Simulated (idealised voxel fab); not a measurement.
process module | voxel wiring stack
cross-section cut | 225 nm wide | cells 5 nm
A cross-section is a grid of square cells, given in bands from the top down. A band is one or more rows of cells.
Each band's line starts with the height of the band's top and of its bottom, in nm. Then come its materials from left to right, each with its width in nm. One material with "throughout" fills the band from edge to edge. "air" is empty space.
Height 0 is the level under which the wafer as received is all one material. The lowest band goes on downwards, as in "0 down".
A width such as "30 to 40" changes by the same amount from each row of cells to the next, from the band's top row to its bottom row.
"no change" after a step means that no cell of the cross-section changed.
closed voids: empty space of 8 cells or more with no open way to the top, each as width x height at its distance from the left edge, in nm
after a step's settings: what the simulator itself notes on the step
overlay nm, on a step with a mask: how far to the right of its planned place the mask lay; to the left if negative
plan
1 op RECEIVE | material Si
2 op CONFORMAL_DEP | material SiO2 | thk nm 15
3 op CONFORMAL_DEP | material SiN | thk nm 5
4 op DIRECTIONAL_DEP | material lowk | thk nm 25
5 op MASKED_ETCH | tone open | mask id METAL_1 | width nm 20 | pitch nm 35 | etch materials lowk | depth nm 25 | overlay nm 0
6 op MASKED_ETCH | tone open | mask id METAL_1 | width nm 20 | pitch nm 35 | etch materials SiN | depth nm 5 | overlay nm 0
7 op CONFORMAL_DEP | material TiN | thk nm 5
8 op FILL_DEP | material Cu | thk nm 5
9 op CMP | height nm 45
10 op CONFORMAL_DEP | material SiCN | thk nm 5
11 op DIRECTIONAL_DEP | material lowk | thk nm 20
12 op DIRECTIONAL_DEP | material aC | thk nm 15
13 op PATTERN | tone open | mask id PLUG_1 | material resist | width nm 15 | pitch nm 35 | thk nm 35 | overlay nm 0
14 op DIRECTIONAL_ETCH | etch materials aC | depth nm 15
15 op STRIP | etch materials resist
16 op DIRECTIONAL_ETCH | etch materials lowk | depth nm 20
17 op DIRECTIONAL_ETCH | etch materials SiCN | depth nm 5
18 op STRIP | etch materials aC
19 op EPI | material Ru | thk nm 10
20 op EPI | material Ru | thk nm 10
21 op EPI | material Ru | thk nm 5
22 op DIRECTIONAL_DEP | material TiN | thk nm 5
23 op DIRECTIONAL_DEP | material W | thk nm 25
24 op MASKED_ETCH | tone cover | mask id METAL_2 | width nm 20 | pitch nm 35 | etch materials W | depth nm 25 | overlay nm 0
25 op MASKED_ETCH | tone cover | mask id METAL_2 | width nm 20 | pitch nm 35 | etch materials TiN | depth nm 5 | overlay nm 0
26 op CONFORMAL_DEP | material SiCN | thk nm 5
27 op FILL_DEP | material SiO2 | thk nm 10
28 op CMP | height nm 100
29 op CONFORMAL_DEP | material SiCN | thk nm 5
30 op DIRECTIONAL_DEP | material SiO2 | thk nm 35
31 op MASKED_ETCH | tone open | mask id METAL_3_HOLES | width nm 15 | pitch nm 35 | etch materials SiO2 | depth nm 35 | overlay nm 0
32 op PATTERN | tone open | mask id METAL_3 | material resist | width nm 20 | pitch nm 35 | thk nm 15 | overlay nm 0
33 op DIRECTIONAL_ETCH | etch materials SiO2 | depth nm 20
34 op DIRECTIONAL_ETCH | etch materials SiCN | depth nm 5
35 op STRIP | etch materials resist
36 op CONFORMAL_DEP | material TiN | thk nm 5
37 op FILL_DEP | material Cu | thk nm 5
38 op CMP | height nm 140
39 op CONFORMAL_DEP | material SiCN | thk nm 5
40 op DIRECTIONAL_DEP | material lowk | thk nm 15
41 op DIRECTIONAL_DEP | material aC | thk nm 10
42 op PATTERN | tone open | mask id PLUG_3 | material resist | width nm 15 | pitch nm 35 | thk nm 30 | overlay nm 0
43 op DIRECTIONAL_ETCH | etch materials aC | depth nm 10
44 op STRIP | etch materials resist
45 op DIRECTIONAL_ETCH | etch materials lowk | depth nm 15
46 op DIRECTIONAL_ETCH | etch materials SiCN | depth nm 5
47 op STRIP | etch materials aC
48 op EPI | material Ru | thk nm 10
49 op EPI | material Ru | thk nm 10
50 op CONFORMAL_DEP | material SiCN | thk nm 5
51 op DIRECTIONAL_DEP | material lowk | thk nm 20
52 op PATTERN | tone open | mask id METAL_4 | material resist | width nm 20 | pitch nm 35 | thk nm 15 | overlay nm 0
53 op DIRECTIONAL_ETCH | etch materials lowk | depth nm 20
54 op DIRECTIONAL_ETCH | etch materials SiCN | depth nm 5
55 op STRIP | etch materials resist
56 op CONFORMAL_DEP | material TiN | thk nm 5
57 op FILL_DEP | material Cu | thk nm 5
58 op CMP | height nm 185
59 op CONFORMAL_DEP | material SiN | thk nm 5
as received, after step 1
  0 down: Si throughout
  closed voids: none
a wafer at the end: this start, this plan, one mistake
  190 to 185: SiN throughout
  185 to 165: lowk 50 | TiN 5 | Cu 10 | TiN 5 | lowk 15 | TiN 5 | Cu 10 | TiN 5 | lowk 15 | TiN 5 | Cu 10 | TiN 5 | lowk 15 | TiN 5 | Cu 10 | TiN 5 | lowk 50
  165 to 160: SiCN 50 | TiN 20 | SiCN 15 | TiN 20 | SiCN 15 | TiN 20 | SiCN 15 | TiN 20 | SiCN 50
  160 to 145: lowk 50 | Ru 15 | lowk 20 | Ru 15 | lowk 20 | Ru 15 | lowk 20 | Ru 15 | lowk 55
  145 to 140: SiCN 50 | Ru 15 | SiCN 20 | Ru 15 | SiCN 20 | Ru 15 | SiCN 20 | Ru 15 | SiCN 55
  140 to 125: SiO2 50 | TiN 5 | Cu 10 | TiN 5 | SiO2 15 | TiN 5 | Cu 10 | TiN 5 | SiO2 15 | TiN 5 | Cu 10 | TiN 5 | SiO2 15 | TiN 5 | Cu 10 | TiN 5 | SiO2 50
  125 to 120: SiO2 50 | TiN 5 | Cu 5 | TiN 10 | SiO2 15 | TiN 5 | Cu 5 | TiN 10 | SiO2 15 | TiN 5 | Cu 5 | TiN 10 | SiO2 15 | TiN 5 | Cu 5 | TiN 10 | SiO2 50
  120 to 105: SiO2 50 | TiN 5 | Cu 5 | TiN 5 | SiO2 20 | TiN 5 | Cu 5 | TiN 5 | SiO2 20 | TiN 5 | Cu 5 | TiN 5 | SiO2 20 | TiN 5 | Cu 5 | TiN 5 | SiO2 55
  105 to 100: SiCN 50 | TiN 15 | SiCN 20 | TiN 15 | SiCN 20 | TiN 15 | SiCN 20 | TiN 15 | SiCN 55
  100 to 75: SiO2 45 | SiCN 5 | W 20 | SiCN 5 | SiO2 5 | SiCN 5 | W 20 | SiCN 5 | SiO2 5 | SiCN 5 | W 20 | SiCN 5 | SiO2 5 | SiCN 5 | W 20 | SiCN 5 | SiO2 45
  75 to 70: SiCN 50 | TiN 20 | SiCN 15 | TiN 20 | SiCN 15 | TiN 20 | SiCN 15 | TiN 20 | SiCN 50
  70 to 50: lowk 50 | Ru 15 | lowk 20 | Ru 15 | lowk 20 | Ru 15 | lowk 20 | Ru 15 | lowk 55
  50 to 45: SiCN 50 | Ru 15 | SiCN 20 | Ru 15 | SiCN 20 | Ru 15 | SiCN 20 | Ru 15 | SiCN 55
  45 to 40: SiN 50 | TiN 20 | SiN 15 | TiN 20 | SiN 15 | TiN 20 | SiN 15 | TiN 20 | SiN 50
  40 to 15: lowk throughout
  15 to 0: SiO2 throughout
  0 down: Si throughout
  closed voids: none
what went wrong: steps 3 and 4 were swapped
